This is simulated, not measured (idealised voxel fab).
Title: Process Module voxel self aligned vias
Displayed cross-section: cut, width of 175 nm, square cells sized 5 nm.
If you're reading a cross-section in this doc, picture square cells in a grid; it comes to you as bands, top ones listed first down to the bottom, and a band can be one or more rows of cells. Look at the band entry: it leads with the top's height and the bottom's height in nm. Then it lists the materials left to right, with a width in nm for each. The word "throughout" on a single material says that material fills the band edge to edge. The word "air" is empty space. We count height from 0. Below that, the starting wafer is all one material. The lowest band never ends at the bottom but goes on down; see "0 -> down" for how that is written. Width: "30->40" (first number = top row, second number = bottom row, same change from row to row of cells). Take "nothing was modified" at face value: in the step it is given for, the cross-section changed in none of its cells. "Completely enclosed voids": sealed empty spaces, 8 cells or more, no open way to top, listed width x height at distance, with distance from the left edge and width, height and distance in nm. On a step's line, text after the settings is the simulator commenting on that step. The setting "overlay nm" may be written on the line of a step. When the step uses a mask, the value reports how far to the right of the planned place the mask lay, and a negative value reports that it lay to the left. Note: before/after cross-section pairs follow, one process step per pair, after-side truncated at the lowest changed band, step and settings given beneath. Different runs of this module on the same starting wafer may supply the pairs; a pair continues the one above only where the "Pre-process cross-section" entry says so.
### Pre-process cross-section
* 0 -> down  Si throughout
* Completely enclosed voids: none
### Section After Processing
* 10 -> 0  SiO2 throughout
* Unchanged below 0.
* Completely enclosed voids: none
The before and after cross-sections above are linked by CONFORMAL_DEP, material SiO2, thk nm 10
Pre-process cross-section: after-step cross-section of the pair just above applies.
### Section After Processing
* 15 -> 10  SiCN throughout
* Unchanged below 10.
* Completely enclosed voids: none
The before and after cross-sections above are linked by CONFORMAL_DEP, material SiCN, thk nm 5
Pre-process cross-section: after-step cross-section of the pair just above applies.
### Section After Processing
* 40 -> 15  SiO2 throughout
* Unchanged below 15.
* Completely enclosed voids: none
The before and after cross-sections above are linked by DIRECTIONAL_DEP, material SiO2, thk nm 25
Pre-process cross-section: after-step cross-section of the pair just above applies.
### Section After Processing
* 40 -> 15  SiO2 40 nm; air 25 nm; SiO2 40 nm; air 25 nm; SiO2 45 nm
* Unchanged below 15.
* Completely enclosed voids: none
The before and after cross-sections above are linked by MASKED_ETCH, tone open, mask id LINES, width nm 25, pitch nm 65, etch materials SiO2, depth nm 25, overlay nm 0
Pre-process cross-section: after-step cross-section of the pair just above applies.
### Section After Processing
* 45 -> 40  TiN 45 nm; air 15 nm; TiN 50 nm; air 15 nm; TiN 50 nm
* 40 -> 20  SiO2 40 nm; TiN 5 nm; air 15 nm; TiN 5 nm; SiO2 40 nm; TiN 5 nm; air 15 nm; TiN 5 nm; SiO2 45 nm
* 20 -> 15  SiO2 40 nm; TiN 25 nm; SiO2 40 nm; TiN 25 nm; SiO2 45 nm
* Unchanged below 15.
* Completely enclosed voids: none
The before and after cross-sections above are linked by CONFORMAL_DEP, material TiN, thk nm 5
Pre-process cross-section: after-step cross-section of the pair just above applies.
### Section After Processing
* 50 -> 45  Ru throughout
* 45 -> 40  TiN 45 nm; Ru 15 nm; TiN 50 nm; Ru 15 nm; TiN 50 nm
* 40 -> 20  SiO2 40 nm; TiN 5 nm; Ru 15 nm; TiN 5 nm; SiO2 40 nm; TiN 5 nm; Ru 15 nm; TiN 5 nm; SiO2 45 nm
* Unchanged below 20.
* Completely enclosed voids: none
The before and after cross-sections above are linked by FILL_DEP, material Ru, thk nm 5
Pre-process cross-section: after-step cross-section of the pair just above applies.
### Section After Processing
* 40 -> 20  SiO2 40 nm; TiN 5 nm; Ru 15 nm; TiN 5 nm; SiO2 40 nm; TiN 5 nm; Ru 15 nm; TiN 5 nm; SiO2 45 nm
* Unchanged below 20.
* Completely enclosed voids: none
The before and after cross-sections above are linked by CMP, height nm 40
Pre-process cross-section: after-step cross-section of the pair just above applies.
### Section After Processing
* 40 -> 35  SiO2 40 nm; air 25 nm; SiO2 40 nm; air 25 nm; SiO2 45 nm
* Unchanged below 35.
* Completely enclosed voids: none
The before and after cross-sections above are linked by SELECTIVE_ETCH, etch materials W Ru TiN, depth nm 5
Pre-process cross-section: after-step cross-section of the pair just above applies.
### Section After Processing
* 45 -> 40  SiN throughout
* 40 -> 35  SiO2 40 nm; SiN 25 nm; SiO2 40 nm; SiN 25 nm; SiO2 45 nm
* Unchanged below 35.
* Completely enclosed voids: none
The before and after cross-sections above are linked by FILL_DEP, material SiN, thk nm 5
Pre-process cross-section: after-step cross-section of the pair just above applies.
### Section After Processing
* 40 -> 35  SiO2 40 nm; SiN 25 nm; SiO2 40 nm; SiN 25 nm; SiO2 45 nm
* Unchanged below 35.
* Completely enclosed voids: none
The before and after cross-sections above are linked by CMP, height nm 40
Pre-process cross-section: after-step cross-section of the pair just above applies.
### Section After Processing
* 60 -> 40  SiO2 throughout
* Unchanged below 40.
* Completely enclosed voids: none
The before and after cross-sections above are linked by DIRECTIONAL_DEP, material SiO2, thk nm 20
Pre-process cross-section: after-step cross-section of the pair just above applies.
### Section After Processing
* 75 -> 60  aC throughout
* Unchanged below 60.
* Completely enclosed voids: none
The before and after cross-sections above are linked by DIRECTIONAL_DEP, material aC, thk nm 15
Pre-process cross-section: after-step cross-section of the pair just above applies.
### Section After Processing
* 110 -> 75  resist 35 nm; air 35 nm; resist 105 nm
* Unchanged below 75.
* Completely enclosed voids: none
The before and after cross-sections above are linked by PATTERN, tone open, mask id VIAS, material resist, width nm 35, thk nm 35, overlay nm 0
Pre-process cross-section: after-step cross-section of the pair just above applies.
### Section After Processing
* 95 -> 75  resist 35 nm; air 35 nm; resist 105 nm
* 75 -> 60  aC 35 nm; air 35 nm; aC 105 nm
* Unchanged below 60.
* Completely enclosed voids: none
The before and after cross-sections above are linked by DIRECTIONAL_ETCH, etch materials aC, depth nm 15
Pre-process cross-section: after-step cross-section of the pair just above applies.
### Section After Processing
* 75 -> 60  aC 35 nm; air 35 nm; aC 105 nm
* Unchanged below 60.
* Completely enclosed voids: none
The before and after cross-sections above are linked by STRIP, etch materials resist
Pre-process cross-section: after-step cross-section of the pair just above applies.
### Section After Processing
* 75 -> 60  aC 35 nm; air 35 nm; aC 105 nm
* 60 -> 40  SiO2 35 nm; air 35 nm; SiO2 105 nm
* Unchanged below 40.
* Completely enclosed voids: none
The before and after cross-sections above are linked by DIRECTIONAL_ETCH, etch materials SiO2, depth nm 20
Pre-process cross-section: after-step cross-section of the pair just above applies.
### Section After Processing
* 75 -> 60  aC 35 nm; air 35 nm; aC 105 nm
* 60 -> 40  SiO2 35 nm; air 35 nm; SiO2 105 nm
* 40 -> 35  SiO2 40 nm; air 25 nm; SiO2 40 nm; SiN 25 nm; SiO2 45 nm
* Unchanged below 35.
* Completely enclosed voids: none
The before and after cross-sections above are linked by DIRECTIONAL_ETCH, etch materials SiN, depth nm 5
Pre-process cross-section: after-step cross-section of the pair just above applies.
### Section After Processing
* 60 -> 40  SiO2 35 nm; air 35 nm; SiO2 105 nm
* Unchanged below 40.
* Completely enclosed voids: none
The before and after cross-sections above are linked by STRIP, etch materials aC
Pre-process cross-section: after-step cross-section of the pair just above applies.
### Section After Processing
* 65 -> 60  TiN 40 nm; air 25 nm; TiN 110 nm
* 60 -> 45  SiO2 35 nm; TiN 5 nm; air 25 nm; TiN 5 nm; SiO2 105 nm
* 45 -> 40  SiO2 35 nm; TiN 10 nm; air 15 nm; TiN 10 nm; SiO2 105 nm
* 40 -> 35  SiO2 40 nm; TiN 25 nm; SiO2 40 nm; SiN 25 nm; SiO2 45 nm
* Unchanged below 35.
* Completely enclosed voids: none
The before and after cross-sections above are linked by CONFORMAL_DEP, material TiN, thk nm 5
Pre-process cross-section: after-step cross-section of the pair just above applies.
### Section After Processing
* 70 -> 65  Cu throughout
* 65 -> 60  TiN 40 nm; Cu 25 nm; TiN 110 nm
* 60 -> 45  SiO2 35 nm; TiN 5 nm; Cu 25 nm; TiN 5 nm; SiO2 105 nm
* 45 -> 40  SiO2 35 nm; TiN 10 nm; Cu 15 nm; TiN 10 nm; SiO2 105 nm
* Unchanged below 40.
* Completely enclosed voids: none
The before and after cross-sections above are linked by FILL_DEP, material Cu, thk nm 5
Pre-process cross-section: after-step cross-section of the pair just above applies.
### Section After Processing
* 60 -> 45  SiO2 35 nm; TiN 5 nm; Cu 25 nm; TiN 5 nm; SiO2 105 nm
* Unchanged below 45.
* Completely enclosed voids: none
The before and after cross-sections above are linked by CMP, height nm 60
Pre-process cross-section: after-step cross-section of the pair just above applies.
### Section After Processing
* 65 -> 60  SiCN throughout
* Unchanged below 60.
* Completely enclosed voids: none
The before and after cross-sections above are linked by CONFORMAL_DEP, material SiCN, thk nm 5
### Pre-process cross-section
* 0 -> down  Si throughout
* Completely enclosed voids: none
### Section After Processing
* 5 -> 0  SiCN throughout
* Unchanged below 0.
* Completely enclosed voids: none
The before and after cross-sections above are linked by CONFORMAL_DEP, material SiCN, thk nm 5
Pre-process cross-section: after-step cross-section of the pair just above applies.
### Section After Processing
* 30 -> 5  SiO2 throughout
* Unchanged below 5.
* Completely enclosed voids: none
The before and after cross-sections above are linked by DIRECTIONAL_DEP, material SiO2, thk nm 25
Pre-process cross-section: after-step cross-section of the pair just above applies.
### Section After Processing
* 30 -> 5  SiO2 40 nm; air 25 nm; SiO2 40 nm; air 25 nm; SiO2 45 nm
* Unchanged below 5.
* Completely enclosed voids: none
The before and after cross-sections above are linked by MASKED_ETCH, tone open, mask id LINES, width nm 25, pitch nm 65, etch materials SiO2, depth nm 25, overlay nm 0
Pre-process cross-section: after-step cross-section of the pair just above applies.
### Section After Processing
* 35 -> 30  TiN 45 nm; air 15 nm; TiN 50 nm; air 15 nm; TiN 50 nm
* 30 -> 10  SiO2 40 nm; TiN 5 nm; air 15 nm; TiN 5 nm; SiO2 40 nm; TiN 5 nm; air 15 nm; TiN 5 nm; SiO2 45 nm
* 10 -> 5  SiO2 40 nm; TiN 25 nm; SiO2 40 nm; TiN 25 nm; SiO2 45 nm
* Unchanged below 5.
* Completely enclosed voids: none
The before and after cross-sections above are linked by CONFORMAL_DEP, material TiN, thk nm 5
Pre-process cross-section: after-step cross-section of the pair just above applies.
### Section After Processing
* 40 -> 35  Ru throughout
* 35 -> 30  TiN 45 nm; Ru 15 nm; TiN 50 nm; Ru 15 nm; TiN 50 nm
* 30 -> 10  SiO2 40 nm; TiN 5 nm; Ru 15 nm; TiN 5 nm; SiO2 40 nm; TiN 5 nm; Ru 15 nm; TiN 5 nm; SiO2 45 nm
* Unchanged below 10.
* Completely enclosed voids: none
The before and after cross-sections above are linked by FILL_DEP, material Ru, thk nm 5
Pre-process cross-section: after-step cross-section of the pair just above applies.
### Section After Processing
* 35 -> 30  TiN 45 nm; Ru 15 nm; TiN 50 nm; Ru 15 nm; TiN 50 nm
* Unchanged below 30.
* Completely enclosed voids: none
The before and after cross-sections above are linked by SELECTIVE_ETCH, etch materials W Ru TiN, depth nm 5
Pre-process cross-section: after-step cross-section of the pair just above applies.
### Section After Processing
* 40 -> 35  SiN throughout
* Unchanged below 35.
* Completely enclosed voids: none
The before and after cross-sections above are linked by FILL_DEP, material SiN, thk nm 5
Pre-process cross-section: after-step cross-section of the pair just above applies.
### Section After Processing
* 60 -> 40  SiO2 throughout
* Unchanged below 40.
* Completely enclosed voids: none
The before and after cross-sections above are linked by DIRECTIONAL_DEP, material SiO2, thk nm 20
Pre-process cross-section: after-step cross-section of the pair just above applies.
### Section After Processing
* 75 -> 60  aC throughout
* Unchanged below 60.
* Completely enclosed voids: none
The before and after cross-sections above are linked by DIRECTIONAL_DEP, material aC, thk nm 15
Pre-process cross-section: after-step cross-section of the pair just above applies.
### Section After Processing
* 110 -> 75  resist 35 nm; air 35 nm; resist 105 nm
* Unchanged below 75.
* Completely enclosed voids: none
The before and after cross-sections above are linked by PATTERN, tone open, mask id VIAS, material resist, width nm 35, thk nm 35, overlay nm 0
Pre-process cross-section: after-step cross-section of the pair just above applies.
### Section After Processing
* 95 -> 75  resist 35 nm; air 35 nm; resist 105 nm
* 75 -> 60  aC 35 nm; air 35 nm; aC 105 nm
* Unchanged below 60.
* Completely enclosed voids: none
The before and after cross-sections above are linked by DIRECTIONAL_ETCH, etch materials aC, depth nm 15
Pre-process cross-section: after-step cross-section of the pair just above applies.
### Section After Processing
* 75 -> 60  aC 35 nm; air 35 nm; aC 105 nm
* Unchanged below 60.
* Completely enclosed voids: none
The before and after cross-sections above are linked by STRIP, etch materials resist
Pre-process cross-section: after-step cross-section of the pair just above applies.
### Section After Processing
* 75 -> 60  aC 35 nm; air 35 nm; aC 105 nm
* 60 -> 40  SiO2 35 nm; air 35 nm; SiO2 105 nm
* Unchanged below 40.
* Completely enclosed voids: none
The before and after cross-sections above are linked by DIRECTIONAL_ETCH, etch materials SiO2, depth nm 20
Pre-process cross-section: after-step cross-section of the pair just above applies.
### Section After Processing
* 75 -> 60  aC 35 nm; air 35 nm; aC 105 nm
* 60 -> 40  SiO2 35 nm; air 35 nm; SiO2 105 nm
* 40 -> 35  SiN 35 nm; air 35 nm; SiN 105 nm
* Unchanged below 35.
* Completely enclosed voids: none
The before and after cross-sections above are linked by DIRECTIONAL_ETCH, etch materials SiN, depth nm 5
Pre-process cross-section: after-step cross-section of the pair just above applies.
### Section After Processing
* 60 -> 40  SiO2 35 nm; air 35 nm; SiO2 105 nm
* Unchanged below 40.
* Completely enclosed voids: none
The before and after cross-sections above are linked by STRIP, etch materials aC
Pre-process cross-section: after-step cross-section of the pair just above applies.
### Section After Processing
* 65 -> 60  TiN 40 nm; air 25 nm; TiN 110 nm
* 60 -> 40  SiO2 35 nm; TiN 5 nm; air 25 nm; TiN 5 nm; SiO2 105 nm
* 40 -> 35  SiN 35 nm; TiN 35 nm; SiN 105 nm
* Unchanged below 35.
* Completely enclosed voids: none
The before and after cross-sections above are linked by CONFORMAL_DEP, material TiN, thk nm 5
Pre-process cross-section: after-step cross-section of the pair just above applies.
### Section After Processing
* 70 -> 65  Cu throughout
* 65 -> 60  TiN 40 nm; Cu 25 nm; TiN 110 nm
* 60 -> 40  SiO2 35 nm; TiN 5 nm; Cu 25 nm; TiN 5 nm; SiO2 105 nm
* Unchanged below 40.
* Completely enclosed voids: none
The before and after cross-sections above are linked by FILL_DEP, material Cu, thk nm 5
Pre-process cross-section: after-step cross-section of the pair just above applies.
### Section After Processing
* 60 -> 40  SiO2 35 nm; TiN 5 nm; Cu 25 nm; TiN 5 nm; SiO2 105 nm
* Unchanged below 40.
* Completely enclosed voids: none
The before and after cross-sections above are linked by CMP, height nm 60
Pre-process cross-section: after-step cross-section of the pair just above applies.
### Section After Processing
* 65 -> 60  SiCN throughout
* Unchanged below 60.
* Completely enclosed voids: none
The before and after cross-sections above are linked by CONFORMAL_DEP, material SiCN, thk nm 5
### Pre-process cross-section
* 75 -> 60  aC 35 nm; air 35 nm; aC 105 nm
* 60 -> 40  SiO2 35 nm; air 35 nm; SiO2 105 nm
* 40 -> 35  SiO2 40 nm; SiN 25 nm; SiO2 40 nm; SiN 25 nm; SiO2 45 nm
* 35 -> 20  SiO2 40 nm; TiN 5 nm; Ru 15 nm; TiN 5 nm; SiO2 40 nm; TiN 5 nm; Ru 15 nm; TiN 5 nm; SiO2 45 nm
* 20 -> 15  SiO2 40 nm; TiN 25 nm; SiO2 40 nm; TiN 25 nm; SiO2 45 nm
* 15 -> 10  SiCN throughout
* 10 -> 0  SiO2 throughout
* 0 -> down  Si throughout
* Completely enclosed voids: none
### Section After Processing
* 75 -> 60  aC 35 nm; air 35 nm; aC 105 nm
* 60 -> 40  SiO2 35 nm; air 35 nm; SiO2 105 nm
* 40 -> 35  SiO2 35 nm; air 5 nm; SiN 25 nm; air 5 nm; SiO2 35 nm; SiN 25 nm; SiO2 45 nm
* 35 -> 20  SiO2 35 nm; air 5 nm; TiN 5 nm; Ru 15 nm; TiN 5 nm; air 5 nm; SiO2 35 nm; TiN 5 nm; Ru 15 nm; TiN 5 nm; SiO2 45 nm
* Unchanged below 20.
* Completely enclosed voids: none
The before and after cross-sections above are linked by DIRECTIONAL_ETCH, etch materials SiO2, depth nm 20
Pre-process cross-section: after-step cross-section of the pair just above applies.
### Section After Processing
* 75 -> 60  aC 35 nm; air 35 nm; aC 105 nm
* 60 -> 40  SiO2 35 nm; air 35 nm; SiO2 105 nm
* 40 -> 35  SiO2 35 nm; air 35 nm; SiO2 35 nm; SiN 25 nm; SiO2 45 nm
* Unchanged below 35.
* Completely enclosed voids: none
The before and after cross-sections above are linked by DIRECTIONAL_ETCH, etch materials SiN, depth nm 5
Pre-process cross-section: after-step cross-section of the pair just above applies.
### Section After Processing
* 60 -> 40  SiO2 35 nm; air 35 nm; SiO2 105 nm
* Unchanged below 40.
* Completely enclosed voids: none
The before and after cross-sections above are linked by STRIP, etch materials aC
Pre-process cross-section: after-step cross-section of the pair just above applies.
### Section After Processing
* 65 -> 60  TiN 40 nm; air 25 nm; TiN 110 nm
* 60 -> 40  SiO2 35 nm; TiN 5 nm; air 25 nm; TiN 5 nm; SiO2 105 nm
* 40 -> 35  SiO2 35 nm; TiN 35 nm; SiO2 35 nm; SiN 25 nm; SiO2 45 nm
* 35 -> 20  SiO2 35 nm; TiN 10 nm; Ru 15 nm; TiN 10 nm; SiO2 35 nm; TiN 5 nm; Ru 15 nm; TiN 5 nm; SiO2 45 nm
* Unchanged below 20.
* Completely enclosed voids: none
The before and after cross-sections above are linked by CONFORMAL_DEP, material TiN, thk nm 5
Pre-process cross-section: after-step cross-section of the pair just above applies.
### Section After Processing
* 70 -> 65  Cu throughout
* 65 -> 60  TiN 40 nm; Cu 25 nm; TiN 110 nm
* 60 -> 40  SiO2 35 nm; TiN 5 nm; Cu 25 nm; TiN 5 nm; SiO2 105 nm
* Unchanged below 40.
* Completely enclosed voids: none
The before and after cross-sections above are linked by FILL_DEP, material Cu, thk nm 5
Pre-process cross-section: after-step cross-section of the pair just above applies.
### Section After Processing
* 60 -> 40  SiO2 35 nm; TiN 5 nm; Cu 25 nm; TiN 5 nm; SiO2 105 nm
* Unchanged below 40.
* Completely enclosed voids: none
The before and after cross-sections above are linked by CMP, height nm 60
Pre-process cross-section: after-step cross-section of the pair just above applies.
### Section After Processing
* 65 -> 60  SiCN throughout
* Unchanged below 60.
* Completely enclosed voids: none
The before and after cross-sections above are linked by CONFORMAL_DEP, material SiCN, thk nm 5
### Pre-process cross-section
* 10 -> 0  SiO2 throughout
* 0 -> down  Si throughout
* Completely enclosed voids: none
### Section After Processing
* 35 -> 0  SiO2 throughout
* Unchanged below 0.
* Completely enclosed voids: none
The before and after cross-sections above are linked by DIRECTIONAL_DEP, material SiO2, thk nm 25
Pre-process cross-section: after-step cross-section of the pair just above applies.
### Section After Processing
* 40 -> 35  SiCN throughout
* Unchanged below 35.
* Completely enclosed voids: none
The before and after cross-sections above are linked by CONFORMAL_DEP, material SiCN, thk nm 5
Pre-process cross-section: after-step cross-section of the pair just above applies.
### Section After Processing
* 45 -> 40  TiN throughout
* Unchanged below 40.
* Completely enclosed voids: none
The before and after cross-sections above are linked by CONFORMAL_DEP, material TiN, thk nm 5
Pre-process cross-section: after-step cross-section of the pair just above applies.
### Section After Processing
* 50 -> 45  Ru throughout
* Unchanged below 45.
* Completely enclosed voids: none
The before and after cross-sections above are linked by FILL_DEP, material Ru, thk nm 5
Pre-process cross-section: after-step cross-section of the pair just above applies.
### Section After Processing
* 40 -> 35  SiCN throughout
* Unchanged below 35.
* Completely enclosed voids: none
The before and after cross-sections above are linked by CMP, height nm 40
Pre-process cross-section: after-step cross-section of the pair just above applies.
### Section After Processing
* 45 -> 40  SiN throughout
* Unchanged below 40.
* Completely enclosed voids: none
The before and after cross-sections above are linked by FILL_DEP, material SiN, thk nm 5
Pre-process cross-section: after-step cross-section of the pair just above applies.
### Section After Processing
* 40 -> 35  SiCN throughout
* Unchanged below 35.
* Completely enclosed voids: none
The before and after cross-sections above are linked by CMP, height nm 40
Pre-process cross-section: after-step cross-section of the pair just above applies.
### Section After Processing
* 60 -> 40  SiO2 throughout
* Unchanged below 40.
* Completely enclosed voids: none
The before and after cross-sections above are linked by DIRECTIONAL_DEP, material SiO2, thk nm 20
Pre-process cross-section: after-step cross-section of the pair just above applies.
### Section After Processing
* 75 -> 60  aC throughout
* Unchanged below 60.
* Completely enclosed voids: none
The before and after cross-sections above are linked by DIRECTIONAL_DEP, material aC, thk nm 15
Pre-process cross-section: after-step cross-section of the pair just above applies.
### Section After Processing
* 110 -> 75  resist 35 nm; air 35 nm; resist 105 nm
* Unchanged below 75.
* Completely enclosed voids: none
The before and after cross-sections above are linked by PATTERN, tone open, mask id VIAS, material resist, width nm 35, thk nm 35, overlay nm 0
Pre-process cross-section: after-step cross-section of the pair just above applies.
### Section After Processing
* 95 -> 75  resist 35 nm; air 35 nm; resist 105 nm
* 75 -> 60  aC 35 nm; air 35 nm; aC 105 nm
* Unchanged below 60.
* Completely enclosed voids: none
The before and after cross-sections above are linked by DIRECTIONAL_ETCH, etch materials aC, depth nm 15
Pre-process cross-section: after-step cross-section of the pair just above applies.
### Section After Processing
* 75 -> 60  aC 35 nm; air 35 nm; aC 105 nm
* Unchanged below 60.
* Completely enclosed voids: none
The before and after cross-sections above are linked by STRIP, etch materials resist
Pre-process cross-section: after-step cross-section of the pair just above applies.
### Section After Processing
* 75 -> 60  aC 35 nm; air 35 nm; aC 105 nm
* 60 -> 40  SiO2 35 nm; air 35 nm; SiO2 105 nm
* Unchanged below 40.
* Completely enclosed voids: none
The before and after cross-sections above are linked by DIRECTIONAL_ETCH, etch materials SiO2, depth nm 20
Pre-process cross-section: after-step cross-section of the pair just above applies.
### Section After Processing
* 60 -> 40  SiO2 35 nm; air 35 nm; SiO2 105 nm
* Unchanged below 40.
* Completely enclosed voids: none
The before and after cross-sections above are linked by STRIP, etch materials aC
Pre-process cross-section: after-step cross-section of the pair just above applies.
### Section After Processing
* 65 -> 60  TiN 40 nm; air 25 nm; TiN 110 nm
* 60 -> 45  SiO2 35 nm; TiN 5 nm; air 25 nm; TiN 5 nm; SiO2 105 nm
* 45 -> 40  SiO2 35 nm; TiN 35 nm; SiO2 105 nm
* Unchanged below 40.
* Completely enclosed voids: none
The before and after cross-sections above are linked by CONFORMAL_DEP, material TiN, thk nm 5
Pre-process cross-section: after-step cross-section of the pair just above applies.
### Section After Processing
* 70 -> 65  Cu throughout
* 65 -> 60  TiN 40 nm; Cu 25 nm; TiN 110 nm
* 60 -> 45  SiO2 35 nm; TiN 5 nm; Cu 25 nm; TiN 5 nm; SiO2 105 nm
* Unchanged below 45.
* Completely enclosed voids: none
The before and after cross-sections above are linked by FILL_DEP, material Cu, thk nm 5
Pre-process cross-section: after-step cross-section of the pair just above applies.
### Section After Processing
* 60 -> 45  SiO2 35 nm; TiN 5 nm; Cu 25 nm; TiN 5 nm; SiO2 105 nm
* Unchanged below 45.
* Completely enclosed voids: none
The before and after cross-sections above are linked by CMP, height nm 60
Pre-process cross-section: after-step cross-section of the pair just above applies.
### Section After Processing
* 65 -> 60  SiCN throughout
* Unchanged below 60.
* Completely enclosed voids: none
The before and after cross-sections above are linked by CONFORMAL_DEP, material SiCN, thk nm 5
### Pre-process cross-section
* 0 -> down  Si throughout
* Completely enclosed voids: none
### Section After Processing
* 15 -> 0  SiO2 throughout
* Unchanged below 0.
* Completely enclosed voids: none
The before and after cross-sections above are linked by CONFORMAL_DEP, material SiO2, thk nm 15
Pre-process cross-section: after-step cross-section of the pair just above applies.
### Section After Processing
* 20 -> 15  SiCN throughout
* Unchanged below 15.
* Completely enclosed voids: none
The before and after cross-sections above are linked by CONFORMAL_DEP, material SiCN, thk nm 5
Pre-process cross-section: after-step cross-section of the pair just above applies.
### Section After Processing
* 45 -> 20  SiO2 throughout
* Unchanged below 20.
* Completely enclosed voids: none
The before and after cross-sections above are linked by DIRECTIONAL_DEP, material SiO2, thk nm 25
Pre-process cross-section: after-step cross-section of the pair just above applies.
### Section After Processing
* 45 -> 20  SiO2 40 nm; air 25 nm; SiO2 40 nm; air 25 nm; SiO2 45 nm
* Unchanged below 20.
* Completely enclosed voids: none
The before and after cross-sections above are linked by MASKED_ETCH, tone open, mask id LINES, width nm 25, pitch nm 65, etch materials SiO2, depth nm 25, overlay nm 0
Pre-process cross-section: after-step cross-section of the pair just above applies.
### Section After Processing
* 50 -> 45  TiN 45 nm; air 15 nm; TiN 50 nm; air 15 nm; TiN 50 nm
* 45 -> 25  SiO2 40 nm; TiN 5 nm; air 15 nm; TiN 5 nm; SiO2 40 nm; TiN 5 nm; air 15 nm; TiN 5 nm; SiO2 45 nm
* 25 -> 20  SiO2 40 nm; TiN 25 nm; SiO2 40 nm; TiN 25 nm; SiO2 45 nm
* Unchanged below 20.
* Completely enclosed voids: none
The before and after cross-sections above are linked by CONFORMAL_DEP, material TiN, thk nm 5
Pre-process cross-section: after-step cross-section of the pair just above applies.
### Section After Processing
* 55 -> 50  Ru throughout
* 50 -> 45  TiN 45 nm; Ru 15 nm; TiN 50 nm; Ru 15 nm; TiN 50 nm
* 45 -> 25  SiO2 40 nm; TiN 5 nm; Ru 15 nm; TiN 5 nm; SiO2 40 nm; TiN 5 nm; Ru 15 nm; TiN 5 nm; SiO2 45 nm
* Unchanged below 25.
* Completely enclosed voids: none
The before and after cross-sections above are linked by FILL_DEP, material Ru, thk nm 5
Pre-process cross-section: after-step cross-section of the pair just above applies.
### Section After Processing
* 40 -> 25  SiO2 40 nm; TiN 5 nm; Ru 15 nm; TiN 5 nm; SiO2 40 nm; TiN 5 nm; Ru 15 nm; TiN 5 nm; SiO2 45 nm
* Unchanged below 25.
* Completely enclosed voids: none
The before and after cross-sections above are linked by CMP, height nm 40
Pre-process cross-section: after-step cross-section of the pair just above applies.
### Section After Processing
* 40 -> 35  SiO2 40 nm; air 25 nm; SiO2 40 nm; air 25 nm; SiO2 45 nm
* Unchanged below 35.
* Completely enclosed voids: none
The before and after cross-sections above are linked by SELECTIVE_ETCH, etch materials W Ru TiN, depth nm 5
Pre-process cross-section: after-step cross-section of the pair just above applies.
### Section After Processing
* 45 -> 40  SiN throughout
* 40 -> 35  SiO2 40 nm; SiN 25 nm; SiO2 40 nm; SiN 25 nm; SiO2 45 nm
* Unchanged below 35.
* Completely enclosed voids: none
The before and after cross-sections above are linked by FILL_DEP, material SiN, thk nm 5
Pre-process cross-section: after-step cross-section of the pair just above applies.
### Section After Processing
* 40 -> 35  SiO2 40 nm; SiN 25 nm; SiO2 40 nm; SiN 25 nm; SiO2 45 nm
* Unchanged below 35.
* Completely enclosed voids: none
The before and after cross-sections above are linked by CMP, height nm 40
Pre-process cross-section: after-step cross-section of the pair just above applies.
### Section After Processing
* 60 -> 40  SiO2 throughout
* Unchanged below 40.
* Completely enclosed voids: none
The before and after cross-sections above are linked by DIRECTIONAL_DEP, material SiO2, thk nm 20
Pre-process cross-section: after-step cross-section of the pair just above applies.
### Section After Processing
* 75 -> 60  aC throughout
* Unchanged below 60.
* Completely enclosed voids: none
The before and after cross-sections above are linked by DIRECTIONAL_DEP, material aC, thk nm 15
Pre-process cross-section: after-step cross-section of the pair just above applies.
### Section After Processing
* 110 -> 75  resist 35 nm; air 35 nm; resist 105 nm
* Unchanged below 75.
* Completely enclosed voids: none
The before and after cross-sections above are linked by PATTERN, tone open, mask id VIAS, material resist, width nm 35, thk nm 35, overlay nm 0
Pre-process cross-section: after-step cross-section of the pair just above applies.
### Section After Processing
* 95 -> 75  resist 35 nm; air 35 nm; resist 105 nm
* 75 -> 60  aC 35 nm; air 35 nm; aC 105 nm
* Unchanged below 60.
* Completely enclosed voids: none
The before and after cross-sections above are linked by DIRECTIONAL_ETCH, etch materials aC, depth nm 15
Pre-process cross-section: after-step cross-section of the pair just above applies.
### Section After Processing
* 75 -> 60  aC 35 nm; air 35 nm; aC 105 nm
* Unchanged below 60.
* Completely enclosed voids: none
The before and after cross-sections above are linked by STRIP, etch materials resist
Pre-process cross-section: after-step cross-section of the pair just above applies.
### Section After Processing
* 75 -> 60  aC 35 nm; air 35 nm; aC 105 nm
* 60 -> 40  SiO2 35 nm; air 35 nm; SiO2 105 nm
* Unchanged below 40.
* Completely enclosed voids: none
The before and after cross-sections above are linked by DIRECTIONAL_ETCH, etch materials SiO2, depth nm 20
Pre-process cross-section: after-step cross-section of the pair just above applies.
### Section After Processing
* 75 -> 60  aC 35 nm; air 35 nm; aC 105 nm
* 60 -> 40  SiO2 35 nm; air 35 nm; SiO2 105 nm
* 40 -> 35  SiO2 40 nm; air 25 nm; SiO2 40 nm; SiN 25 nm; SiO2 45 nm
* Unchanged below 35.
* Completely enclosed voids: none
The before and after cross-sections above are linked by DIRECTIONAL_ETCH, etch materials SiN, depth nm 5
Pre-process cross-section: after-step cross-section of the pair just above applies.
### Section After Processing
* 60 -> 40  SiO2 35 nm; air 35 nm; SiO2 105 nm
* Unchanged below 40.
* Completely enclosed voids: none
The before and after cross-sections above are linked by STRIP, etch materials aC
Pre-process cross-section: after-step cross-section of the pair just above applies.
### Section After Processing
* 65 -> 60  TiN 40 nm; air 25 nm; TiN 110 nm
* 60 -> 45  SiO2 35 nm; TiN 5 nm; air 25 nm; TiN 5 nm; SiO2 105 nm
* 45 -> 40  SiO2 35 nm; TiN 10 nm; air 15 nm; TiN 10 nm; SiO2 105 nm
* 40 -> 35  SiO2 40 nm; TiN 25 nm; SiO2 40 nm; SiN 25 nm; SiO2 45 nm
* Unchanged below 35.
* Completely enclosed voids: none
The before and after cross-sections above are linked by CONFORMAL_DEP, material TiN, thk nm 5
Pre-process cross-section: after-step cross-section of the pair just above applies.
### Section After Processing
* 70 -> 65  Cu throughout
* 65 -> 60  TiN 40 nm; Cu 25 nm; TiN 110 nm
* 60 -> 45  SiO2 35 nm; TiN 5 nm; Cu 25 nm; TiN 5 nm; SiO2 105 nm
* 45 -> 40  SiO2 35 nm; TiN 10 nm; Cu 15 nm; TiN 10 nm; SiO2 105 nm
* Unchanged below 40.
* Completely enclosed voids: none
The before and after cross-sections above are linked by FILL_DEP, material Cu, thk nm 5
Pre-process cross-section: after-step cross-section of the pair just above applies.
### Section After Processing
* 60 -> 45  SiO2 35 nm; TiN 5 nm; Cu 25 nm; TiN 5 nm; SiO2 105 nm
* Unchanged below 45.
* Completely enclosed voids: none
The before and after cross-sections above are linked by CMP, height nm 60
